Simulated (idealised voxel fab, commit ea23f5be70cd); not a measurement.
Proc. module: voxel transistor to metal
265 nm wide, 5 nm square cells: that's cross-section cut.
Format of a cross-section: grid, square cells. Given as bands. Order: top down. Band: one or more rows of cells. Each band's line starts with the height of the band's top and of its bottom, in nm. Then come its materials from left to right, each with its width in nm. One material with "all across" fills the band from edge to edge. "empty" is empty space. Height 0 is the level under which the wafer as received is all one material. The lowest band goes on downwards, as in "top 0, no bottom". Think of "30..40" as a width that walks from the first number to the second as you go down the band, top row to bottom row, taking equal-sized steps from row to row. "nothing changed" (step): cross-section cells unchanged, all of them. Closed empty spaces (no open way to the top) of 8 cells or more are what "Closed void entries" lists, each as width x height at distance from the left edge, nm for all three. Anything after a step's settings on that line? It's the simulator's own note about the step. "overlay nm" answers the question of how far to the right of plan the mask lay on a step that has a mask, and when it is negative the answer is to the left.
Planned step list for the process:
1 op RECEIVE | material Si
2 op CONFORMAL_DEP | material SiO2 | thk nm 5
3 op CONFORMAL_DEP | material SiN | thk nm 10
4 op PATTERN | tone cover | mask id ACTIVE | material resist | width nm 100 | pitch nm 125 | thk nm 20 | overlay nm 0
5 op DIRECTIONAL_ETCH | etch materials SiN | depth nm 10
6 op DIRECTIONAL_ETCH | etch materials SiO2 | depth nm 5
7 op DIRECTIONAL_ETCH | etch materials Si | depth nm 25
8 op STRIP | etch materials resist
9 op OXIDIZE | depth nm 5
10 op FILL_DEP | material SiO2 | thk nm 5
11 op CMP | height nm 15
12 op SELECTIVE_ETCH | etch materials SiO2 | depth nm 10
13 op STRIP | etch materials SiN
14 op SELECTIVE_ETCH | etch materials SiO2 | depth nm 5
15 op OXIDIZE | depth nm 5
16 op DIRECTIONAL_DEP | material polySi | thk nm 30
17 op DIRECTIONAL_DEP | material SiCN | thk nm 15
18 op DIRECTIONAL_DEP | material aC | thk nm 15
19 op PATTERN | tone cover | mask id GATE | material resist | width nm 20 | pitch nm 125 | thk nm 30 | overlay nm 0
20 op DIRECTIONAL_ETCH | etch materials aC | depth nm 15
21 op STRIP | etch materials resist
22 op DIRECTIONAL_ETCH | etch materials SiCN | depth nm 25
23 op DIRECTIONAL_ETCH | etch materials polySi | depth nm 40
24 op STRIP | etch materials aC
25 op CONFORMAL_DEP | material SiN | thk nm 10
26 op DIRECTIONAL_ETCH | etch materials SiN | depth nm 10
27 op DIRECTIONAL_ETCH | etch materials SiO2 | depth nm 5
28 op DIRECTIONAL_ETCH | etch materials Si | depth nm 10
29 op EPI | material SiGe | thk nm 15
30 op FILL_DEP | material SiO2 | thk nm 5
31 op CMP | height nm 45
32 op DIRECTIONAL_DEP | material SiO2 | thk nm 15
33 op DIRECTIONAL_DEP | material aC | thk nm 15
34 op PATTERN | tone open | mask id CONTACT | material resist | width nm 20 | thk nm 35 | overlay nm 0
35 op DIRECTIONAL_ETCH | etch materials aC | depth nm 15
36 op STRIP | etch materials resist
37 op DIRECTIONAL_ETCH | etch materials SiO2 | depth nm 60
38 op STRIP | etch materials aC
39 op CONFORMAL_DEP | material TiN | thk nm 5
40 op FILL_DEP | material Ru | thk nm 10
41 op CMP | height nm 60
42 op CONFORMAL_DEP | material SiN | thk nm 5
43 op DIRECTIONAL_DEP | material lowk | thk nm 20
44 op PATTERN | tone open | mask id METAL_1 | material resist | width nm 20 | thk nm 20 | overlay nm 0
45 op DIRECTIONAL_ETCH | etch materials lowk | depth nm 20
46 op DIRECTIONAL_ETCH | etch materials SiN | depth nm 5
47 op STRIP | etch materials resist
48 op CONFORMAL_DEP | material TiN | thk nm 5
49 op FILL_DEP | material Ru | thk nm 5
50 op CMP | height nm 85
51 op CONFORMAL_DEP | material SiCN | thk nm 5
52 op DIRECTIONAL_DEP | material lowk | thk nm 25
53 op DIRECTIONAL_DEP | material aC | thk nm 15
54 op PATTERN | tone open | mask id METAL_2_HOLES | material resist | width nm 15 | pitch nm 125 | thk nm 35 | overlay nm 0
55 op DIRECTIONAL_ETCH | etch materials aC | depth nm 15
56 op STRIP | etch materials resist
57 op DIRECTIONAL_ETCH | etch materials lowk | depth nm 25
58 op STRIP | etch materials aC
59 op PATTERN | tone open | mask id METAL_2 | material resist | width nm 20 | pitch nm 125 | thk nm 20 | overlay nm 0
60 op DIRECTIONAL_ETCH | etch materials lowk | depth nm 15
61 op DIRECTIONAL_ETCH | etch materials SiCN | depth nm 5
62 op STRIP | etch materials resist
63 op CONFORMAL_DEP | material TiN | thk nm 5
64 op FILL_DEP | material Ru | thk nm 10
65 op CMP | height nm 115
66 op CONFORMAL_DEP | material SiN | thk nm 5
Cross-section, incoming material, after step 1:
top 0, no bottom: Si all across
Closed void entries: none
a wafer at the end: this start, this plan, one mistake:
top 135, bottom 130: SiN all across
top 130, bottom 120: Ru all across
top 120, bottom 115: TiN=30 / Ru=10 / TiN=115 / Ru=10 / TiN=100
top 115, bottom 105: lowk=25 / TiN=5 / Ru=10 / TiN=5 / lowk=105 / TiN=5 / Ru=10 / TiN=5 / lowk=95
top 105, bottom 100: lowk=25 / TiN=5 / Ru=5 / TiN=10 / lowk=105 / TiN=5 / Ru=5 / TiN=10 / lowk=95
top 100, bottom 90: lowk=25 / TiN=5 / Ru=5 / TiN=5 / lowk=110 / TiN=5 / Ru=5 / TiN=5 / lowk=100
top 90, bottom 85: SiCN=25 / TiN=15 / SiCN=110 / TiN=15 / SiCN=100
top 85, bottom 65: lowk=25 / TiN=5 / Ru=10 / TiN=5 / lowk=50 / TiN=5 / Ru=10 / TiN=5 / lowk=35 / TiN=5 / Ru=10 / TiN=5 / lowk=50 / TiN=5 / Ru=10 / TiN=5 / lowk=25
top 65, bottom 60: SiN=25 / TiN=20 / SiN=50 / TiN=20 / SiN=35 / TiN=20 / SiN=50 / TiN=20 / SiN=25
top 60, bottom 45: SiO2=25 / TiN=5 / Ru=10 / TiN=5 / SiO2=50 / TiN=5 / Ru=10 / TiN=5 / SiO2=35 / TiN=5 / Ru=10 / TiN=5 / SiO2=50 / TiN=5 / Ru=10 / TiN=5 / SiO2=25
top 45, bottom 30: SiO2=25 / TiN=5 / Ru=10 / TiN=5 / SiO2=5 / SiN=10 / SiCN=20 / SiN=10 / SiO2=5 / TiN=5 / Ru=10 / TiN=5 / SiO2=35 / TiN=5 / Ru=10 / TiN=5 / SiO2=5 / SiN=10 / SiCN=20 / SiN=10 / SiO2=5 / TiN=5 / Ru=10 / TiN=5 / SiO2=25
top 30, bottom 15: SiO2=25 / TiN=5 / Ru=10 / TiN=5 / SiO2=5 / SiN=10 / polySi=20 / SiN=10 / SiO2=5 / TiN=5 / Ru=10 / TiN=5 / SiO2=35 / TiN=5 / Ru=10 / TiN=5 / SiO2=5 / SiN=10 / polySi=20 / SiN=10 / SiO2=5 / TiN=5 / Ru=10 / TiN=5 / SiO2=25
top 15, bottom 10: SiO2=25 / TiN=20 / SiO2=5 / SiN=10 / polySi=20 / SiN=10 / SiO2=5 / TiN=20 / SiO2=35 / TiN=20 / SiO2=5 / SiN=10 / polySi=20 / SiN=10 / SiO2=5 / TiN=20 / SiO2=25
top 10, bottom 0: SiO2=25 / TiN=10 / SiGe=15 / SiN=10 / polySi=20 / SiN=10 / SiGe=15 / TiN=10 / SiO2=35 / TiN=10 / SiGe=15 / SiN=10 / polySi=20 / SiN=10 / SiGe=15 / TiN=10 / SiO2=25
top 0, bottom -5: SiO2=20 / SiGe=30 / SiO2=40 / SiGe=30 / SiO2=25 / SiGe=30 / SiO2=40 / SiGe=30 / SiO2=20
top -5, bottom -15: SiO2=25 / SiGe=25 / Si=40 / SiGe=25 / SiO2=35 / SiGe=25 / Si=40 / SiGe=25 / SiO2=25
top -15, bottom -30: SiO2=25 / Si=90 / SiO2=35 / Si=90 / SiO2=25
top -30, no bottom: Si all across
Closed void entries: none
Nonconformance to the process plan: execution of step 65 of the plan did not take place, the step having been omitted
